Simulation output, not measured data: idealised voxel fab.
Name of the process module below: voxel ribs on slabs
In the cross-section labelled cut, the width is 270 nm and each square cell is 5 nm.
Each cross-section below is a grid of square cells, stated as bands in top-down order, with one or more rows of cells making up each band. Within each band entry, the heights of the top and of the bottom of the band appear first, in that order and in nm; the materials of the band then follow from left to right, each with its corresponding width in nm. The designation "all across" on a single material indicates that it fills the band from edge to edge; the designation "air" indicates empty space. Heights are measured from 0, the level below which the as-received wafer is all one material; the lowest band has no bottom and continues downward, written as in "0 nm and below". The width entry "30 to 40" should be interpreted row by row: the top row of cells in the band takes the first number, the bottom row takes the second number, and the change between adjacent rows is uniform throughout. When a step is marked "nothing changed", none of the cells in the cross-section changed during that step. Each empty space that has no open way to the top and spans at least 8 cells appears under "Voids, enclosed" as width x height at distance, the distance counted from the left edge, all in nm. Post-settings text on a step line: simulator's own remark regarding the step. A step line may carry the setting "overlay nm", which, for steps involving a mask, states the distance by which the mask lay to the right of its intended position; negative values denote displacement to the left.

The process steps that were planned are listed below
1: RECEIVE, material Si
2: DIRECTIONAL_DEP, material SiO2, thk nm 25
3: DIRECTIONAL_DEP, material SiN, thk nm 20
4: PATTERN, tone cover, mask id RIB, material resist, width nm 15, thk nm 20, overlay nm 0
5: DIRECTIONAL_ETCH, etch materials SiN, depth nm 5
6: STRIP, etch materials resist
7: PATTERN, tone cover, mask id SLAB, material resist, width nm 75, thk nm 20, overlay nm 0
8: DIRECTIONAL_ETCH, etch materials SiN, depth nm 15
9: STRIP, etch materials resist
10: FILL_DEP, material SiO2, thk nm 25
11: CMP, height nm 60
12: DIRECTIONAL_DEP, material W, thk nm 5
13: MASKED_ETCH, tone cover, mask id HEATER, width nm 25, etch materials W, depth nm 5, overlay nm 0
14: CONFORMAL_DEP, material SiO2, thk nm 5
Every wafer here starts from the same state; it is the step 4 width nm that distinguishes them, and the value the plan gives belongs to the first wafer.

First wafer of several, as received: cross-section after step 1
> 0 nm and below  Si all across
> Voids, enclosed: none

End of the module, past its last step, step 14: how the first of several wafers looks in cross-section
> 70 nm to 65 nm  air 115, SiO2 35, air 120
> 65 nm to 60 nm  SiO2 120, W 25, SiO2 125
> 60 nm to 45 nm  SiO2 all across
> 45 nm to 40 nm  SiO2 125, SiN 15, SiO2 130
> 40 nm to 25 nm  SiO2 95, SiN 75, SiO2 100
> 25 nm to 0 nm  SiO2 all across
> 0 nm and below  Si all across
> Voids, enclosed: none

Last-wafer cross-section at the end of the module
> 70 nm to 65 nm  air 115, SiO2 35, air 120
> 65 nm to 60 nm  SiO2 120, W 25, SiO2 125
> 60 nm to 45 nm  SiO2 all across
> 45 nm to 40 nm  SiO2 120, SiN 30, SiO2 120
> 40 nm to 25 nm  SiO2 95, SiN 75, SiO2 100
> 25 nm to 0 nm  SiO2 all across
> 0 nm and below  Si all across
> Voids, enclosed: none

Below: a row per wafer. Contents at end of module: for every material, cells gained since receipt (+) or lost since receipt (-); then closed voids
width nm 15, +48 SiN, +656 SiO2, +5 W, Voids, enclosed: none
width nm 20, +49 SiN, +655 SiO2, +5 W, Voids, enclosed: none
width nm 25, +50 SiN, +654 SiO2, +5 W, Voids, enclosed: none
width nm 30, +51 SiN, +653 SiO2, +5 W, Voids, enclosed: none
